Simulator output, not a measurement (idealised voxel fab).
The following process module bears the name voxel released beams.
Cross-section cut spans 195 nm and uses square cells 5 nm in size.
Square cells in a grid make up a cross-section in this document, and the grid is given as bands, listed from the top down, each one or more rows of cells. What a band's entry tells you: where the top is and where the bottom is, as heights in nm, and after that what lies inside, material by material from left to right, each with its width in nm. Empty space is written as the word "empty", and a single material marked with the word "full width" occupies the band from edge to edge. It should be noted that heights are counted from 0, beneath which the wafer as supplied is of one material throughout, and that the lowest band possesses no lower boundary but continues downward, as written in "from 0 down". A width given as "30..40" starts at the first number in the band's top row and ends at the second number in its bottom row, shifting by an equal amount at every step from row to row. Given "remained unchanged" for a step, no cell of the cross-section differs between before and after that step. The entry titled "Closed cavity list" provides the empty spaces that have no open way to the top, restricted to those of 8 cells or more. Each is presented as width x height at distance, the distance being measured from the left edge, with all three in nm. Past the settings on a step's line: simulator remark, on that step. overlay nm: step with mask; distance mask lay right of planned place; negative value = left of planned place.

[Steps planned for the process]
| 1 | RECEIVE (material Si) |
| 2 | CONFORMAL_DEP (material SiN; thk nm 5) |
| 3 | DIRECTIONAL_DEP (material SiO2; thk nm 10) |
| 4 | DIRECTIONAL_DEP (material aC; thk nm 10) |
| 5 | PATTERN (tone open; mask id ANCHOR; material resist; width nm 40; thk nm 30; overlay nm 0) |
| 6 | DIRECTIONAL_ETCH (etch materials aC; depth nm 10) |
| 7 | STRIP (etch materials resist) |
| 8 | DIRECTIONAL_ETCH (etch materials SiO2; depth nm 10) |
| 9 | STRIP (etch materials aC) |
| 10 | CONFORMAL_DEP (material W; thk nm 15) |
| 11 | MASKED_ETCH (tone cover; mask id BEAM; width nm 110; etch materials W; depth nm 15; overlay nm 0) |
| 12 | STRIP (etch materials SiO2) |

[Received-state cross-section, reflecting completion of step 1]
- from 0 down | Si full width
- Closed cavity list: none

[First of two wafers at the end of the module, shown in cross-section; run carried out as planned]
- from 30 to 20 | 40 nm empty, 20 nm W, 10 nm empty, 80 nm W, 45 nm empty
- from 20 to 15 | 40 nm empty, 110 nm W, 45 nm empty
- from 15 to 5 | 45 nm empty, 40 nm W, 110 nm empty
- from 5 to 0 | SiN full width
- from 0 down | Si full width
- Closed cavity list: none

[Wafer two, sectioned after the module: the first wafer's start, the first wafer's plan, and one mistake in how it was run]
- from 45 to 30 | 40 nm empty, 110 nm W, 45 nm empty
- from 30 to 15 | W full width
- from 15 to 5 | 45 nm SiO2, 40 nm W, 110 nm SiO2
- from 5 to 0 | SiN full width
- from 0 down | Si full width
- Closed cavity list: none
Diagnosis: step 10 was run twice
It is noted that, at the conclusion of processing, the second wafer exhibits a higher or lower cell count for certain materials relative to the first: 62 more of SiO2, 121 more of W
